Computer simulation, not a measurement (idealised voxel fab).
Proc. module: voxel capacitor over wiring
Xsec cut, 225 nm wide, square cell size 5 nm.
For the purposes of this document, a cross-section shall be understood as a grid of square cells, specified as bands listed in top-to-bottom order, each band consisting of one or more rows of cells.
This entry defines a band. It first specifies the height of the band's top and the height of its bottom in nm, and then specifies the band's materials from left to right, stating each material with its width in nm. The word "edge to edge" identifies a single material that fills the band from edge to edge, while the word "empty" identifies empty space.
It should be noted that heights are counted from 0, beneath which the wafer as supplied is of one material throughout, and that the lowest band possesses no lower boundary but continues downward, as written in "0 down".
Note: "30->40" means the width goes from the first number (top row of the band) to the second number (bottom row) in equal steps per row of cells.
Given "nothing changed" for a step, no cell of the cross-section differs between before and after that step.
Closed-off voids of 8+ cells (no open route to the top) go in "Unvented cavities", written width x height at distance from the left edge, in nm.
Text after the settings on a step's line: the simulator's own remark on that step.
Among the settings permitted on a step's line is "overlay nm"; applied to a step with a mask, it specifies the extent to which the mask lay to the right of its planned position, whereas a negative figure signifies a position to the left.
[The steps planned for the process are as follows]
step 1: RECEIVE,material Si
step 2: CONFORMAL_DEP,material SiO2,thk nm 10
step 3: DIRECTIONAL_DEP,material TiN,thk nm 5
step 4: DIRECTIONAL_DEP,material Ru,thk nm 20
step 5: PATTERN,tone cover,mask id METAL_1,material resist,width nm 20,pitch nm 80,thk nm 15,overlay nm 0
step 6: DIRECTIONAL_ETCH,etch materials Ru,depth nm 20
step 7: DIRECTIONAL_ETCH,etch materials TiN,depth nm 5
step 8: STRIP,etch materials resist
step 9: FILL_DEP,material lowk,thk nm 10
step 10: CMP,height nm 35
step 11: CONFORMAL_DEP,material SiCN,thk nm 5
step 12: DIRECTIONAL_DEP,material lowk,thk nm 20
step 13: DIRECTIONAL_DEP,material aC,thk nm 15
step 14: PATTERN,tone open,mask id PLUG_1,material resist,width nm 15,thk nm 35,overlay nm 0
step 15: DIRECTIONAL_ETCH,etch materials aC,depth nm 15
step 16: STRIP,etch materials resist
step 17: DIRECTIONAL_ETCH,etch materials lowk,depth nm 20
step 18: DIRECTIONAL_ETCH,etch materials SiCN,depth nm 5
step 19: STRIP,etch materials aC
step 20: CONFORMAL_DEP,material TiN,thk nm 5
step 21: FILL_DEP,material W,thk nm 10
step 22: CMP,height nm 60
step 23: DIRECTIONAL_DEP,material TiN,thk nm 5
step 24: DIRECTIONAL_DEP,material Al2O3,thk nm 5
step 25: DIRECTIONAL_DEP,material TiN,thk nm 5
step 26: MASKED_ETCH,tone cover,mask id UPPER_PLATE,width nm 55,etch materials TiN,depth nm 5,overlay nm 0
step 27: MASKED_ETCH,tone cover,mask id UPPER_PLATE,width nm 65,etch materials Al2O3,depth nm 5,overlay nm 0
step 28: DIRECTIONAL_DEP,material aC,thk nm 15
step 29: PATTERN,tone cover,mask id LOWER_PLATE,material resist,width nm 75,thk nm 30,overlay nm 0
step 30: DIRECTIONAL_ETCH,etch materials aC,depth nm 15
step 31: STRIP,etch materials resist
step 32: DIRECTIONAL_ETCH,etch materials TiN,depth nm 5
step 33: STRIP,etch materials aC
step 34: FILL_DEP,material SiO2,thk nm 20
step 35: CMP,height nm 90
step 36: DIRECTIONAL_DEP,material aC,thk nm 10
step 37: PATTERN,tone open,mask id PLUG_2,material resist,width nm 15,thk nm 30,overlay nm 0
step 38: DIRECTIONAL_ETCH,etch materials aC,depth nm 10
step 39: STRIP,etch materials resist
step 40: DIRECTIONAL_ETCH,etch materials SiO2,depth nm 15
step 41: STRIP,etch materials aC
step 42: CONFORMAL_DEP,material TiN,thk nm 5
step 43: FILL_DEP,material Cu,thk nm 5
step 44: CMP,height nm 90
step 45: CONFORMAL_DEP,material SiCN,thk nm 5
Among the wafers covered here, the point of difference is the width nm at step 26; their starting state is shared, and the plan presents the value of the first wafer.
[First of several wafers, received after step 1, in cross-section]
	0 down  Si edge to edge
	Unvented cavities: none
[First wafer of several, cross-section, module end, after step 45 (last)]
	95 to 90  SiCN edge to edge
	90 to 80  SiO2 75 nm / TiN 5 nm / Cu 5 nm / TiN 5 nm / SiO2 135 nm
	80 to 70  SiO2 75->70 nm / TiN 15->55 nm / SiO2 135->100 nm
	70 to 65  SiO2 65 nm / Al2O3 65 nm / SiO2 95 nm
	65 to 60  SiO2 60 nm / TiN 75 nm / SiO2 90 nm
	60 to 40  lowk 65 nm / TiN 5 nm / W 5 nm / TiN 5 nm / lowk 145 nm
	40 to 35  SiCN 65 nm / TiN 15 nm / SiCN 145 nm
	35 to 15  lowk 60 nm / Ru 20 nm / lowk 60 nm / Ru 20 nm / lowk 65 nm
	15 to 10  lowk 60 nm / TiN 20 nm / lowk 60 nm / TiN 20 nm / lowk 65 nm
	10 to 0  SiO2 edge to edge
	0 down  Si edge to edge
	Unvented cavities: none
[Here's the last wafer cross-sectioned at the end of the module]
	95 to 90  SiCN edge to edge
	90 to 80  SiO2 75 nm / TiN 5 nm / Cu 5 nm / TiN 5 nm / SiO2 135 nm
	80 to 70  SiO2 75->60 nm / TiN 15->75 nm / SiO2 135->90 nm
	70 to 65  SiO2 60 nm / Al2O3 80 nm / SiO2 85 nm
	65 to 60  SiO2 60 nm / TiN 80 nm / SiO2 85 nm
	60 to 40  lowk 65 nm / TiN 5 nm / W 5 nm / TiN 5 nm / lowk 145 nm
	40 to 35  SiCN 65 nm / TiN 15 nm / SiCN 145 nm
	35 to 15  lowk 60 nm / Ru 20 nm / lowk 60 nm / Ru 20 nm / lowk 65 nm
	15 to 10  lowk 60 nm / TiN 20 nm / lowk 60 nm / TiN 20 nm / lowk 65 nm
	10 to 0  SiO2 edge to edge
	0 down  Si edge to edge
	Unvented cavities: none
[Wafer rows, end of module: cells per material gained (+) or lost (-) since receipt; closed voids last]
width nm 55 | +13 Al2O3 | +2 Cu | +32 Ru | +87 SiCN | +312 SiO2 | +52 TiN | +4 W | +353 lowk | Unvented cavities: none
width nm 60 | +13 Al2O3 | +2 Cu | +32 Ru | +87 SiCN | +311 SiO2 | +53 TiN | +4 W | +353 lowk | Unvented cavities: none
width nm 65 | +13 Al2O3 | +2 Cu | +32 Ru | +87 SiCN | +310 SiO2 | +54 TiN | +4 W | +353 lowk | Unvented cavities: none
width nm 70 | +14 Al2O3 | +2 Cu | +32 Ru | +87 SiCN | +308 SiO2 | +55 TiN | +4 W | +353 lowk | Unvented cavities: none
width nm 75 | +15 Al2O3 | +2 Cu | +32 Ru | +87 SiCN | +306 SiO2 | +56 TiN | +4 W | +353 lowk | Unvented cavities: none
width nm 80 | +16 Al2O3 | +2 Cu | +32 Ru | +87 SiCN | +304 SiO2 | +57 TiN | +4 W | +353 lowk | Unvented cavities: none
